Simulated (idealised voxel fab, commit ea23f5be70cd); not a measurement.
process module | voxel capacitor over wiring
cross-section cut | 160 nm wide | cells 5 nm
A cross-section is a grid of square cells, given in bands from the top down. A band is one or more rows of cells.
Each band's line starts with the height of the band's top and of its bottom, in nm. Then come its materials from left to right, each with its width in nm. One material with "throughout" fills the band from edge to edge. "air" is empty space.
Height 0 is the level under which the wafer as received is all one material. The lowest band goes on downwards, as in "0 down".
A width such as "30 to 40" changes by the same amount from each row of cells to the next, from the band's top row to its bottom row.
"no change" after a step means that no cell of the cross-section changed.
closed voids: empty space of 8 cells or more with no open way to the top, each as width x height at its distance from the left edge, in nm
after a step's settings: what the simulator itself notes on the step
overlay nm, on a step with a mask: how far to the right of its planned place the mask lay; to the left if negative
Each pair below shows a cross-section before one step and the cross-section after it, down to the lowest band that changed. The line under each pair gives the step between them, with its settings. The pairs can come from different runs of this module on the same starting wafer, so a pair continues from the pair above only where its "before" says so.
before
  0 down: Si throughout
  closed voids: none
after
  15 to 0: SiO2 throughout
  below 0: unchanged
  closed voids: none
the step between: op CONFORMAL_DEP | material SiO2 | thk nm 15
before: the cross-section after the pair above
after
  20 to 15: TiN throughout
  below 15: unchanged
  closed voids: none
the step between: op DIRECTIONAL_DEP | material TiN | thk nm 5
before: the cross-section after the pair above
after
  40 to 20: W throughout
  below 20: unchanged
  closed voids: none
the step between: op DIRECTIONAL_DEP | material W | thk nm 20
before: the cross-section after the pair above
after
  55 to 40: aC throughout
  below 40: unchanged
  closed voids: none
the step between: op DIRECTIONAL_DEP | material aC | thk nm 15
before: the cross-section after the pair above
after
  85 to 55: air 15 | resist 30 | air 65 | resist 30 | air 20
  below 55: unchanged
  closed voids: none
the step between: op PATTERN | tone cover | mask id METAL_1 | material resist | width nm 30 | pitch nm 95 | thk nm 30 | overlay nm 0
before: the cross-section after the pair above
after
  70 to 55: air 15 | resist 30 | air 65 | resist 30 | air 20
  55 to 40: air 15 | aC 30 | air 65 | aC 30 | air 20
  below 40: unchanged
  closed voids: none
the step between: op DIRECTIONAL_ETCH | etch materials aC | depth nm 15
before: the cross-section after the pair above
after
  55 to 40: air 15 | aC 30 | air 65 | aC 30 | air 20
  below 40: unchanged
  closed voids: none
the step between: op STRIP | etch materials resist
before: the cross-section after the pair above
after
  55 to 40: air 15 | aC 30 | air 65 | aC 30 | air 20
  40 to 20: air 15 | W 30 | air 65 | W 30 | air 20
  below 20: unchanged
  closed voids: none
the step between: op DIRECTIONAL_ETCH | etch materials W | depth nm 20
before: the cross-section after the pair above
after
  55 to 40: air 15 | aC 30 | air 65 | aC 30 | air 20
  40 to 20: air 15 | W 30 | air 65 | W 30 | air 20
  20 to 15: air 15 | TiN 30 | air 65 | TiN 30 | air 20
  below 15: unchanged
  closed voids: none
the step between: op DIRECTIONAL_ETCH | etch materials TiN | depth nm 5
before: the cross-section after the pair above
after
  40 to 20: air 15 | W 30 | air 65 | W 30 | air 20
  below 20: unchanged
  closed voids: none
the step between: op STRIP | etch materials aC
before: the cross-section after the pair above
after
  50 to 40: lowk throughout
  40 to 20: lowk 15 | W 30 | lowk 65 | W 30 | lowk 20
  20 to 15: lowk 15 | TiN 30 | lowk 65 | TiN 30 | lowk 20
  below 15: unchanged
  closed voids: none
the step between: op FILL_DEP | material lowk | thk nm 10
before: the cross-section after the pair above
after
  40 to 20: lowk 15 | W 30 | lowk 65 | W 30 | lowk 20
  below 20: unchanged
  closed voids: none
the step between: op CMP | height nm 40
before: the cross-section after the pair above
after
  45 to 40: SiCN throughout
  below 40: unchanged
  closed voids: none
the step between: op CONFORMAL_DEP | material SiCN | thk nm 5
before: the cross-section after the pair above
after
  65 to 45: SiO2 throughout
  below 45: unchanged
  closed voids: none
the step between: op DIRECTIONAL_DEP | material SiO2 | thk nm 20
before: the cross-section after the pair above
after
  80 to 65: resist 30 | air 15 | resist 115
  below 65: unchanged
  closed voids: none
the step between: op PATTERN | tone open | mask id PLUG_1 | material resist | width nm 15 | thk nm 15 | overlay nm 0
before: the cross-section after the pair above
after
  80 to 65: resist 30 | air 15 | resist 115
  65 to 45: SiO2 30 | air 15 | SiO2 115
  below 45: unchanged
  closed voids: none
the step between: op DIRECTIONAL_ETCH | etch materials SiO2 | depth nm 20
before: the cross-section after the pair above
after
  80 to 65: resist 30 | air 15 | resist 115
  65 to 45: SiO2 30 | air 15 | SiO2 115
  45 to 40: SiCN 30 | air 15 | SiCN 115
  below 40: unchanged
  closed voids: none
the step between: op DIRECTIONAL_ETCH | etch materials SiCN | depth nm 5
before: the cross-section after the pair above
after
  65 to 45: SiO2 30 | air 15 | SiO2 115
  below 45: unchanged
  closed voids: none
the step between: op STRIP | etch materials resist
before: the cross-section after the pair above
after
  70 to 65: TiN 35 | air 5 | TiN 120
  65 to 45: SiO2 30 | TiN 5 | air 5 | TiN 5 | SiO2 115
  45 to 40: SiCN 30 | TiN 15 | SiCN 115
  below 40: unchanged
  closed voids: none
the step between: op CONFORMAL_DEP | material TiN | thk nm 5
before: the cross-section after the pair above
after
  80 to 70: Cu throughout
  70 to 65: TiN 35 | Cu 5 | TiN 120
  65 to 45: SiO2 30 | TiN 5 | Cu 5 | TiN 5 | SiO2 115
  below 45: unchanged
  closed voids: none
the step between: op FILL_DEP | material Cu | thk nm 10
before: the cross-section after the pair above
after
  65 to 45: SiO2 30 | TiN 5 | Cu 5 | TiN 5 | SiO2 115
  below 45: unchanged
  closed voids: none
the step between: op CMP | height nm 65
before: the cross-section after the pair above
after
  75 to 65: TiN throughout
  below 65: unchanged
  closed voids: none
the step between: op DIRECTIONAL_DEP | material TiN | thk nm 10
before: the cross-section after the pair above
after
  80 to 75: SiN throughout
  below 75: unchanged
  closed voids: none
the step between: op DIRECTIONAL_DEP | material SiN | thk nm 5
before: the cross-section after the pair above
after
  85 to 80: TiN throughout
  below 80: unchanged
  closed voids: none
the step between: op DIRECTIONAL_DEP | material TiN | thk nm 5
before: the cross-section after the pair above
after
  100 to 85: air 30 | resist 70 | air 60
  below 85: unchanged
  closed voids: none
the step between: op PATTERN | tone cover | mask id UPPER_PLATE | material resist | width nm 70 | thk nm 15 | overlay nm 0
before: the cross-section after the pair above
after
  100 to 85: air 30 | resist 70 | air 60
  85 to 80: air 30 | TiN 70 | air 60
  below 80: unchanged
  closed voids: none
the step between: op DIRECTIONAL_ETCH | etch materials TiN | depth nm 5
before: the cross-section after the pair above
after
  100 to 85: air 30 | resist 70 | air 60
  85 to 80: air 30 | TiN 70 | air 60
  80 to 75: air 30 | SiN 70 | air 60
  below 75: unchanged
  closed voids: none
the step between: op DIRECTIONAL_ETCH | etch materials SiN | depth nm 5
before: the cross-section after the pair above
after
  85 to 80: air 30 | TiN 70 | air 60
  below 80: unchanged
  closed voids: none
the step between: op STRIP | etch materials resist
before: the cross-section after the pair above
after
  100 to 85: air 25 | resist 80 | air 55
  85 to 80: air 25 | resist 5 | TiN 70 | resist 5 | air 55
  80 to 75: air 25 | resist 5 | SiN 70 | resist 5 | air 55
  below 75: unchanged
  closed voids: none
the step between: op PATTERN | tone cover | mask id LOWER_PLATE | material resist | width nm 80 | thk nm 15 | overlay nm 0
before: the cross-section after the pair above
after
  100 to 85: air 25 | resist 80 | air 55
  85 to 80: air 25 | resist 5 | TiN 70 | resist 5 | air 55
  80 to 75: air 25 | resist 5 | SiN 70 | resist 5 | air 55
  75 to 65: air 25 | TiN 80 | air 55
  below 65: unchanged
  closed voids: none
the step between: op DIRECTIONAL_ETCH | etch materials TiN | depth nm 10
before: the cross-section after the pair above
after
  85 to 80: air 30 | TiN 70 | air 60
  80 to 75: air 30 | SiN 70 | air 60
  below 75: unchanged
  closed voids: none
the step between: op STRIP | etch materials resist
before: the cross-section after the pair above
after
  105 to 85: SiO2 throughout
  85 to 80: SiO2 30 | TiN 70 | SiO2 60
  80 to 75: SiO2 30 | SiN 70 | SiO2 60
  75 to 65: SiO2 25 | TiN 80 | SiO2 55
  below 65: unchanged
  closed voids: none
the step between: op FILL_DEP | material SiO2 | thk nm 20
before: the cross-section after the pair above
after
  100 to 85: SiO2 throughout
  below 85: unchanged
  closed voids: none
the step between: op CMP | height nm 100
before: the cross-section after the pair above
after
  100 to 85: SiO2 40 | air 15 | SiO2 105
  below 85: unchanged
  closed voids: none
the step between: op MASKED_ETCH | tone open | mask id PLUG_2 | width nm 15 | etch materials SiO2 | depth nm 15 | overlay nm 0
before: the cross-section after the pair above
after
  105 to 100: TiN 45 | air 5 | TiN 110
  100 to 90: SiO2 40 | TiN 5 | air 5 | TiN 5 | SiO2 105
  90 to 80: SiO2 40 to 30 | TiN 15 to 70 | SiO2 105 to 60
  below 80: unchanged
  closed voids: none
the step between: op CONFORMAL_DEP | material TiN | thk nm 5
before: the cross-section after the pair above
after
  115 to 105: Ru throughout
  105 to 100: TiN 45 | Ru 5 | TiN 110
  100 to 90: SiO2 40 | TiN 5 | Ru 5 | TiN 5 | SiO2 105
  below 90: unchanged
  closed voids: none
the step between: op FILL_DEP | material Ru | thk nm 10
before: the cross-section after the pair above
after
  100 to 90: SiO2 40 | TiN 5 | Ru 5 | TiN 5 | SiO2 105
  below 90: unchanged
  closed voids: none
the step between: op CMP | height nm 100
before: the cross-section after the pair above
after
  105 to 100: SiCN throughout
  below 100: unchanged
  closed voids: none
the step between: op CONFORMAL_DEP | material SiCN | thk nm 5
before
  15 to 0: SiO2 throughout
  0 down: Si throughout
  closed voids: none
after
  35 to 15: W throughout
  below 15: unchanged
  closed voids: none
the step between: op DIRECTIONAL_DEP | material W | thk nm 20
before: the cross-section after the pair above
after
  50 to 35: aC throughout
  below 35: unchanged
  closed voids: none
the step between: op DIRECTIONAL_DEP | material aC | thk nm 15
before: the cross-section after the pair above
after
  80 to 50: air 15 | resist 30 | air 65 | resist 30 | air 20
  below 50: unchanged
  closed voids: none
the step between: op PATTERN | tone cover | mask id METAL_1 | material resist | width nm 30 | pitch nm 95 | thk nm 30 | overlay nm 0
before: the cross-section after the pair above
after
  65 to 50: air 15 | resist 30 | air 65 | resist 30 | air 20
  50 to 35: air 15 | aC 30 | air 65 | aC 30 | air 20
  below 35: unchanged
  closed voids: none
the step between: op DIRECTIONAL_ETCH | etch materials aC | depth nm 15
before: the cross-section after the pair above
after
  50 to 35: air 15 | aC 30 | air 65 | aC 30 | air 20
  below 35: unchanged
  closed voids: none
the step between: op STRIP | etch materials resist
before: the cross-section after the pair above
after
  50 to 35: air 15 | aC 30 | air 65 | aC 30 | air 20
  35 to 15: air 15 | W 30 | air 65 | W 30 | air 20
  below 15: unchanged
  closed voids: none
the step between: op DIRECTIONAL_ETCH | etch materials W | depth nm 20
before: the cross-section after the pair above
after
  35 to 15: air 15 | W 30 | air 65 | W 30 | air 20
  below 15: unchanged
  closed voids: none
the step between: op STRIP | etch materials aC
before: the cross-section after the pair above
after
  45 to 35: lowk throughout
  35 to 15: lowk 15 | W 30 | lowk 65 | W 30 | lowk 20
  below 15: unchanged
  closed voids: none
the step between: op FILL_DEP | material lowk | thk nm 10
before: the cross-section after the pair above
after
  40 to 35: lowk throughout
  below 35: unchanged
  closed voids: none
the step between: op CMP | height nm 40
before: the cross-section after the pair above
after
  45 to 40: SiCN throughout
  below 40: unchanged
  closed voids: none
the step between: op CONFORMAL_DEP | material SiCN | thk nm 5
before: the cross-section after the pair above
after
  65 to 45: SiO2 throughout
  below 45: unchanged
  closed voids: none
the step between: op DIRECTIONAL_DEP | material SiO2 | thk nm 20
before: the cross-section after the pair above
after
  80 to 65: resist 30 | air 15 | resist 115
  below 65: unchanged
  closed voids: none
the step between: op PATTERN | tone open | mask id PLUG_1 | material resist | width nm 15 | thk nm 15 | overlay nm 0
before: the cross-section after the pair above
after
  80 to 65: resist 30 | air 15 | resist 115
  65 to 45: SiO2 30 | air 15 | SiO2 115
  below 45: unchanged
  closed voids: none
the step between: op DIRECTIONAL_ETCH | etch materials SiO2 | depth nm 20
before: the cross-section after the pair above
after
  80 to 65: resist 30 | air 15 | resist 115
  65 to 45: SiO2 30 | air 15 | SiO2 115
  45 to 40: SiCN 30 | air 15 | SiCN 115
  below 40: unchanged
  closed voids: none
the step between: op DIRECTIONAL_ETCH | etch materials SiCN | depth nm 5
before: the cross-section after the pair above
after
  65 to 45: SiO2 30 | air 15 | SiO2 115
  below 45: unchanged
  closed voids: none
the step between: op STRIP | etch materials resist
before: the cross-section after the pair above
after
  70 to 65: TiN 35 | air 5 | TiN 120
  65 to 45: SiO2 30 | TiN 5 | air 5 | TiN 5 | SiO2 115
  45 to 40: SiCN 30 | TiN 15 | SiCN 115
  below 40: unchanged
  closed voids: none
the step between: op CONFORMAL_DEP | material TiN | thk nm 5
before: the cross-section after the pair above
after
  80 to 70: Cu throughout
  70 to 65: TiN 35 | Cu 5 | TiN 120
  65 to 45: SiO2 30 | TiN 5 | Cu 5 | TiN 5 | SiO2 115
  below 45: unchanged
  closed voids: none
the step between: op FILL_DEP | material Cu | thk nm 10
before: the cross-section after the pair above
after
  65 to 45: SiO2 30 | TiN 5 | Cu 5 | TiN 5 | SiO2 115
  below 45: unchanged
  closed voids: none
the step between: op CMP | height nm 65
before: the cross-section after the pair above
after
  75 to 65: TiN throughout
  below 65: unchanged
  closed voids: none
the step between: op DIRECTIONAL_DEP | material TiN | thk nm 10
before: the cross-section after the pair above
after
  80 to 75: SiN throughout
  below 75: unchanged
  closed voids: none
the step between: op DIRECTIONAL_DEP | material SiN | thk nm 5
before: the cross-section after the pair above
after
  85 to 80: TiN throughout
  below 80: unchanged
  closed voids: none
the step between: op DIRECTIONAL_DEP | material TiN | thk nm 5
before: the cross-section after the pair above
after
  100 to 85: air 30 | resist 70 | air 60
  below 85: unchanged
  closed voids: none
the step between: op PATTERN | tone cover | mask id UPPER_PLATE | material resist | width nm 70 | thk nm 15 | overlay nm 0
before: the cross-section after the pair above
after
  100 to 85: air 30 | resist 70 | air 60
  85 to 80: air 30 | TiN 70 | air 60
  below 80: unchanged
  closed voids: none
the step between: op DIRECTIONAL_ETCH | etch materials TiN | depth nm 5
before: the cross-section after the pair above
after
  100 to 85: air 30 | resist 70 | air 60
  85 to 80: air 30 | TiN 70 | air 60
  80 to 75: air 30 | SiN 70 | air 60
  below 75: unchanged
  closed voids: none
the step between: op DIRECTIONAL_ETCH | etch materials SiN | depth nm 5
before: the cross-section after the pair above
after
  85 to 80: air 30 | TiN 70 | air 60
  below 80: unchanged
  closed voids: none
the step between: op STRIP | etch materials resist
before: the cross-section after the pair above
after
  100 to 85: air 25 | resist 80 | air 55
  85 to 80: air 25 | resist 5 | TiN 70 | resist 5 | air 55
  80 to 75: air 25 | resist 5 | SiN 70 | resist 5 | air 55
  below 75: unchanged
  closed voids: none
the step between: op PATTERN | tone cover | mask id LOWER_PLATE | material resist | width nm 80 | thk nm 15 | overlay nm 0
before: the cross-section after the pair above
after
  100 to 85: air 25 | resist 80 | air 55
  85 to 80: air 25 | resist 5 | TiN 70 | resist 5 | air 55
  80 to 75: air 25 | resist 5 | SiN 70 | resist 5 | air 55
  75 to 65: air 25 | TiN 80 | air 55
  below 65: unchanged
  closed voids: none
the step between: op DIRECTIONAL_ETCH | etch materials TiN | depth nm 10
before: the cross-section after the pair above
after
  85 to 80: air 30 | TiN 70 | air 60
  80 to 75: air 30 | SiN 70 | air 60
  below 75: unchanged
  closed voids: none
the step between: op STRIP | etch materials resist
before: the cross-section after the pair above
after
  105 to 85: SiO2 throughout
  85 to 80: SiO2 30 | TiN 70 | SiO2 60
  80 to 75: SiO2 30 | SiN 70 | SiO2 60
  75 to 65: SiO2 25 | TiN 80 | SiO2 55
  below 65: unchanged
  closed voids: none
the step between: op FILL_DEP | material SiO2 | thk nm 20
before: the cross-section after the pair above
after
  100 to 85: SiO2 throughout
  below 85: unchanged
  closed voids: none
the step between: op CMP | height nm 100
before: the cross-section after the pair above
after
  100 to 85: SiO2 40 | air 15 | SiO2 105
  below 85: unchanged
  closed voids: none
the step between: op MASKED_ETCH | tone open | mask id PLUG_2 | width nm 15 | etch materials SiO2 | depth nm 15 | overlay nm 0
before: the cross-section after the pair above
after
  105 to 100: TiN 45 | air 5 | TiN 110
  100 to 90: SiO2 40 | TiN 5 | air 5 | TiN 5 | SiO2 105
  90 to 80: SiO2 40 to 30 | TiN 15 to 70 | SiO2 105 to 60
  below 80: unchanged
  closed voids: none
the step between: op CONFORMAL_DEP | material TiN | thk nm 5
before: the cross-section after the pair above
after
  115 to 105: Ru throughout
  105 to 100: TiN 45 | Ru 5 | TiN 110
  100 to 90: SiO2 40 | TiN 5 | Ru 5 | TiN 5 | SiO2 105
  below 90: unchanged
  closed voids: none
the step between: op FILL_DEP | material Ru | thk nm 10
before: the cross-section after the pair above
after
  100 to 90: SiO2 40 | TiN 5 | Ru 5 | TiN 5 | SiO2 105
  below 90: unchanged
  closed voids: none
the step between: op CMP | height nm 100
before: the cross-section after the pair above
after
  105 to 100: SiCN throughout
  below 100: unchanged
  closed voids: none
the step between: op CONFORMAL_DEP | material SiCN | thk nm 5
before
  15 to 0: SiO2 throughout
  0 down: Si throughout
  closed voids: none
after
  30 to 0: SiO2 throughout
  below 0: unchanged
  closed voids: none
the step between: op CONFORMAL_DEP | material SiO2 | thk nm 15
before: the cross-section after the pair above
after
  35 to 30: TiN throughout
  below 30: unchanged
  closed voids: none
the step between: op DIRECTIONAL_DEP | material TiN | thk nm 5
before: the cross-section after the pair above
after
  55 to 35: W throughout
  below 35: unchanged
  closed voids: none
the step between: op DIRECTIONAL_DEP | material W | thk nm 20
before: the cross-section after the pair above
after
  70 to 55: aC throughout
  below 55: unchanged
  closed voids: none
the step between: op DIRECTIONAL_DEP | material aC | thk nm 15
before: the cross-section after the pair above
after
  100 to 70: air 15 | resist 30 | air 65 | resist 30 | air 20
  below 70: unchanged
  closed voids: none
the step between: op PATTERN | tone cover | mask id METAL_1 | material resist | width nm 30 | pitch nm 95 | thk nm 30 | overlay nm 0
before: the cross-section after the pair above
after
  85 to 70: air 15 | resist 30 | air 65 | resist 30 | air 20
  70 to 55: air 15 | aC 30 | air 65 | aC 30 | air 20
  below 55: unchanged
  closed voids: none
the step between: op DIRECTIONAL_ETCH | etch materials aC | depth nm 15
before: the cross-section after the pair above
after
  70 to 55: air 15 | aC 30 | air 65 | aC 30 | air 20
  below 55: unchanged
  closed voids: none
the step between: op STRIP | etch materials resist
before: the cross-section after the pair above
after
  70 to 55: air 15 | aC 30 | air 65 | aC 30 | air 20
  55 to 35: air 15 | W 30 | air 65 | W 30 | air 20
  below 35: unchanged
  closed voids: none
the step between: op DIRECTIONAL_ETCH | etch materials W | depth nm 20
before: the cross-section after the pair above
after
  70 to 55: air 15 | aC 30 | air 65 | aC 30 | air 20
  55 to 35: air 15 | W 30 | air 65 | W 30 | air 20
  35 to 30: air 15 | TiN 30 | air 65 | TiN 30 | air 20
  below 30: unchanged
  closed voids: none
the step between: op DIRECTIONAL_ETCH | etch materials TiN | depth nm 5
before: the cross-section after the pair above
after
  55 to 35: air 15 | W 30 | air 65 | W 30 | air 20
  below 35: unchanged
  closed voids: none
the step between: op STRIP | etch materials aC
before: the cross-section after the pair above
after
  65 to 55: lowk throughout
  55 to 35: lowk 15 | W 30 | lowk 65 | W 30 | lowk 20
  35 to 30: lowk 15 | TiN 30 | lowk 65 | TiN 30 | lowk 20
  below 30: unchanged
  closed voids: none
the step between: op FILL_DEP | material lowk | thk nm 10
before: the cross-section after the pair above
after
  40 to 35: lowk 15 | W 30 | lowk 65 | W 30 | lowk 20
  below 35: unchanged
  closed voids: none
the step between: op CMP | height nm 40
before: the cross-section after the pair above
after
  45 to 40: SiCN throughout
  below 40: unchanged
  closed voids: none
the step between: op CONFORMAL_DEP | material SiCN | thk nm 5
before: the cross-section after the pair above
after
  65 to 45: SiO2 throughout
  below 45: unchanged
  closed voids: none
the step between: op DIRECTIONAL_DEP | material SiO2 | thk nm 20
before: the cross-section after the pair above
after
  80 to 65: resist 30 | air 15 | resist 115
  below 65: unchanged
  closed voids: none
the step between: op PATTERN | tone open | mask id PLUG_1 | material resist | width nm 15 | thk nm 15 | overlay nm 0
before: the cross-section after the pair above
after
  80 to 65: resist 30 | air 15 | resist 115
  65 to 45: SiO2 30 | air 15 | SiO2 115
  below 45: unchanged
  closed voids: none
the step between: op DIRECTIONAL_ETCH | etch materials SiO2 | depth nm 20
before: the cross-section after the pair above
after
  80 to 65: resist 30 | air 15 | resist 115
  65 to 45: SiO2 30 | air 15 | SiO2 115
  45 to 40: SiCN 30 | air 15 | SiCN 115
  below 40: unchanged
  closed voids: none
the step between: op DIRECTIONAL_ETCH | etch materials SiCN | depth nm 5
before: the cross-section after the pair above
after
  65 to 45: SiO2 30 | air 15 | SiO2 115
  below 45: unchanged
  closed voids: none
the step between: op STRIP | etch materials resist
before: the cross-section after the pair above
after
  70 to 65: TiN 35 | air 5 | TiN 120
  65 to 45: SiO2 30 | TiN 5 | air 5 | TiN 5 | SiO2 115
  45 to 40: SiCN 30 | TiN 15 | SiCN 115
  below 40: unchanged
  closed voids: none
the step between: op CONFORMAL_DEP | material TiN | thk nm 5
before: the cross-section after the pair above
after
  80 to 70: Cu throughout
  70 to 65: TiN 35 | Cu 5 | TiN 120
  65 to 45: SiO2 30 | TiN 5 | Cu 5 | TiN 5 | SiO2 115
  below 45: unchanged
  closed voids: none
the step between: op FILL_DEP | material Cu | thk nm 10
before: the cross-section after the pair above
after
  65 to 45: SiO2 30 | TiN 5 | Cu 5 | TiN 5 | SiO2 115
  below 45: unchanged
  closed voids: none
the step between: op CMP | height nm 65
before: the cross-section after the pair above
after
  75 to 65: TiN throughout
  below 65: unchanged
  closed voids: none
the step between: op DIRECTIONAL_DEP | material TiN | thk nm 10
before: the cross-section after the pair above
after
  80 to 75: SiN throughout
  below 75: unchanged
  closed voids: none
the step between: op DIRECTIONAL_DEP | material SiN | thk nm 5
before: the cross-section after the pair above
after
  85 to 80: TiN throughout
  below 80: unchanged
  closed voids: none
the step between: op DIRECTIONAL_DEP | material TiN | thk nm 5
before: the cross-section after the pair above
after
  100 to 85: air 30 | resist 70 | air 60
  below 85: unchanged
  closed voids: none
the step between: op PATTERN | tone cover | mask id UPPER_PLATE | material resist | width nm 70 | thk nm 15 | overlay nm 0
before: the cross-section after the pair above
after
  100 to 85: air 30 | resist 70 | air 60
  85 to 80: air 30 | TiN 70 | air 60
  below 80: unchanged
  closed voids: none
the step between: op DIRECTIONAL_ETCH | etch materials TiN | depth nm 5
before: the cross-section after the pair above
after
  100 to 85: air 30 | resist 70 | air 60
  85 to 80: air 30 | TiN 70 | air 60
  80 to 75: air 30 | SiN 70 | air 60
  below 75: unchanged
  closed voids: none
the step between: op DIRECTIONAL_ETCH | etch materials SiN | depth nm 5
before: the cross-section after the pair above
after
  85 to 80: air 30 | TiN 70 | air 60
  below 80: unchanged
  closed voids: none
the step between: op STRIP | etch materials resist
before: the cross-section after the pair above
after
  100 to 85: air 25 | resist 80 | air 55
  85 to 80: air 25 | resist 5 | TiN 70 | resist 5 | air 55
  80 to 75: air 25 | resist 5 | SiN 70 | resist 5 | air 55
  below 75: unchanged
  closed voids: none
the step between: op PATTERN | tone cover | mask id LOWER_PLATE | material resist | width nm 80 | thk nm 15 | overlay nm 0
before: the cross-section after the pair above
after
  100 to 85: air 25 | resist 80 | air 55
  85 to 80: air 25 | resist 5 | TiN 70 | resist 5 | air 55
  80 to 75: air 25 | resist 5 | SiN 70 | resist 5 | air 55
  75 to 65: air 25 | TiN 80 | air 55
  below 65: unchanged
  closed voids: none
the step between: op DIRECTIONAL_ETCH | etch materials TiN | depth nm 10
before: the cross-section after the pair above
after
  85 to 80: air 30 | TiN 70 | air 60
  80 to 75: air 30 | SiN 70 | air 60
  below 75: unchanged
  closed voids: none
the step between: op STRIP | etch materials resist
before: the cross-section after the pair above
after
  105 to 85: SiO2 throughout
  85 to 80: SiO2 30 | TiN 70 | SiO2 60
  80 to 75: SiO2 30 | SiN 70 | SiO2 60
  75 to 65: SiO2 25 | TiN 80 | SiO2 55
  below 65: unchanged
  closed voids: none
the step between: op FILL_DEP | material SiO2 | thk nm 20
before: the cross-section after the pair above
after
  100 to 85: SiO2 throughout
  below 85: unchanged
  closed voids: none
the step between: op CMP | height nm 100
before: the cross-section after the pair above
after
  100 to 85: SiO2 40 | air 15 | SiO2 105
  below 85: unchanged
  closed voids: none
the step between: op MASKED_ETCH | tone open | mask id PLUG_2 | width nm 15 | etch materials SiO2 | depth nm 15 | overlay nm 0
before: the cross-section after the pair above
after
  105 to 100: TiN 45 | air 5 | TiN 110
  100 to 90: SiO2 40 | TiN 5 | air 5 | TiN 5 | SiO2 105
  90 to 80: SiO2 40 to 30 | TiN 15 to 70 | SiO2 105 to 60
  below 80: unchanged
  closed voids: none
the step between: op CONFORMAL_DEP | material TiN | thk nm 5
before: the cross-section after the pair above
after
  115 to 105: Ru throughout
  105 to 100: TiN 45 | Ru 5 | TiN 110
  100 to 90: SiO2 40 | TiN 5 | Ru 5 | TiN 5 | SiO2 105
  below 90: unchanged
  closed voids: none
the step between: op FILL_DEP | material Ru | thk nm 10
before: the cross-section after the pair above
after
  100 to 90: SiO2 40 | TiN 5 | Ru 5 | TiN 5 | SiO2 105
  below 90: unchanged
  closed voids: none
the step between: op CMP | height nm 100
before: the cross-section after the pair above
after
  105 to 100: SiCN throughout
  below 100: unchanged
  closed voids: none
the step between: op CONFORMAL_DEP | material SiCN | thk nm 5
before
  35 to 15: W throughout
  15 to 0: SiO2 throughout
  0 down: Si throughout
  closed voids: none
after
  40 to 35: TiN throughout
  below 35: unchanged
  closed voids: none
the step between: op DIRECTIONAL_DEP | material TiN | thk nm 5
before: the cross-section after the pair above
after
  55 to 40: aC throughout
  below 40: unchanged
  closed voids: none
the step between: op DIRECTIONAL_DEP | material aC | thk nm 15
before: the cross-section after the pair above
after
  85 to 55: air 15 | resist 30 | air 65 | resist 30 | air 20
  below 55: unchanged
  closed voids: none
the step between: op PATTERN | tone cover | mask id METAL_1 | material resist | width nm 30 | pitch nm 95 | thk nm 30 | overlay nm 0
before: the cross-section after the pair above
after
  70 to 55: air 15 | resist 30 | air 65 | resist 30 | air 20
  55 to 40: air 15 | aC 30 | air 65 | aC 30 | air 20
  below 40: unchanged
  closed voids: none
the step between: op DIRECTIONAL_ETCH | etch materials aC | depth nm 15
before: the cross-section after the pair above
after
  55 to 40: air 15 | aC 30 | air 65 | aC 30 | air 20
  below 40: unchanged
  closed voids: none
the step between: op STRIP | etch materials resist
before: the cross-section after the pair above
after
  55 to 40: air 15 | aC 30 | air 65 | aC 30 | air 20
  40 to 35: air 15 | TiN 30 | air 65 | TiN 30 | air 20
  below 35: unchanged
  closed voids: none
the step between: op DIRECTIONAL_ETCH | etch materials TiN | depth nm 5
before: the cross-section after the pair above
after
  40 to 35: air 15 | TiN 30 | air 65 | TiN 30 | air 20
  below 35: unchanged
  closed voids: none
the step between: op STRIP | etch materials aC
before: the cross-section after the pair above
after
  50 to 40: lowk throughout
  40 to 35: lowk 15 | TiN 30 | lowk 65 | TiN 30 | lowk 20
  below 35: unchanged
  closed voids: none
the step between: op FILL_DEP | material lowk | thk nm 10
before: the cross-section after the pair above
after
  40 to 35: lowk 15 | TiN 30 | lowk 65 | TiN 30 | lowk 20
  below 35: unchanged
  closed voids: none
the step between: op CMP | height nm 40
before: the cross-section after the pair above
after
  45 to 40: SiCN throughout
  below 40: unchanged
  closed voids: none
the step between: op CONFORMAL_DEP | material SiCN | thk nm 5
before: the cross-section after the pair above
after
  65 to 45: SiO2 throughout
  below 45: unchanged
  closed voids: none
the step between: op DIRECTIONAL_DEP | material SiO2 | thk nm 20
before: the cross-section after the pair above
after
  80 to 65: resist 30 | air 15 | resist 115
  below 65: unchanged
  closed voids: none
the step between: op PATTERN | tone open | mask id PLUG_1 | material resist | width nm 15 | thk nm 15 | overlay nm 0
before: the cross-section after the pair above
after
  80 to 65: resist 30 | air 15 | resist 115
  65 to 45: SiO2 30 | air 15 | SiO2 115
  below 45: unchanged
  closed voids: none
the step between: op DIRECTIONAL_ETCH | etch materials SiO2 | depth nm 20
before: the cross-section after the pair above
after
  80 to 65: resist 30 | air 15 | resist 115
  65 to 45: SiO2 30 | air 15 | SiO2 115
  45 to 40: SiCN 30 | air 15 | SiCN 115
  below 40: unchanged
  closed voids: none
the step between: op DIRECTIONAL_ETCH | etch materials SiCN | depth nm 5
before: the cross-section after the pair above
after
  65 to 45: SiO2 30 | air 15 | SiO2 115
  below 45: unchanged
  closed voids: none
the step between: op STRIP | etch materials resist
before: the cross-section after the pair above
after
  70 to 65: TiN 35 | air 5 | TiN 120
  65 to 45: SiO2 30 | TiN 5 | air 5 | TiN 5 | SiO2 115
  45 to 40: SiCN 30 | TiN 15 | SiCN 115
  below 40: unchanged
  closed voids: none
the step between: op CONFORMAL_DEP | material TiN | thk nm 5
before: the cross-section after the pair above
after
  80 to 70: Cu throughout
  70 to 65: TiN 35 | Cu 5 | TiN 120
  65 to 45: SiO2 30 | TiN 5 | Cu 5 | TiN 5 | SiO2 115
  below 45: unchanged
  closed voids: none
the step between: op FILL_DEP | material Cu | thk nm 10
before: the cross-section after the pair above
after
  65 to 45: SiO2 30 | TiN 5 | Cu 5 | TiN 5 | SiO2 115
  below 45: unchanged
  closed voids: none
the step between: op CMP | height nm 65
before: the cross-section after the pair above
after
  75 to 65: TiN throughout
  below 65: unchanged
  closed voids: none
the step between: op DIRECTIONAL_DEP | material TiN | thk nm 10
before: the cross-section after the pair above
after
  80 to 75: SiN throughout
  below 75: unchanged
  closed voids: none
the step between: op DIRECTIONAL_DEP | material SiN | thk nm 5
before: the cross-section after the pair above
after
  85 to 80: TiN throughout
  below 80: unchanged
  closed voids: none
the step between: op DIRECTIONAL_DEP | material TiN | thk nm 5
before: the cross-section after the pair above
after
  100 to 85: air 30 | resist 70 | air 60
  below 85: unchanged
  closed voids: none
the step between: op PATTERN | tone cover | mask id UPPER_PLATE | material resist | width nm 70 | thk nm 15 | overlay nm 0
before: the cross-section after the pair above
after
  100 to 85: air 30 | resist 70 | air 60
  85 to 80: air 30 | TiN 70 | air 60
  below 80: unchanged
  closed voids: none
the step between: op DIRECTIONAL_ETCH | etch materials TiN | depth nm 5
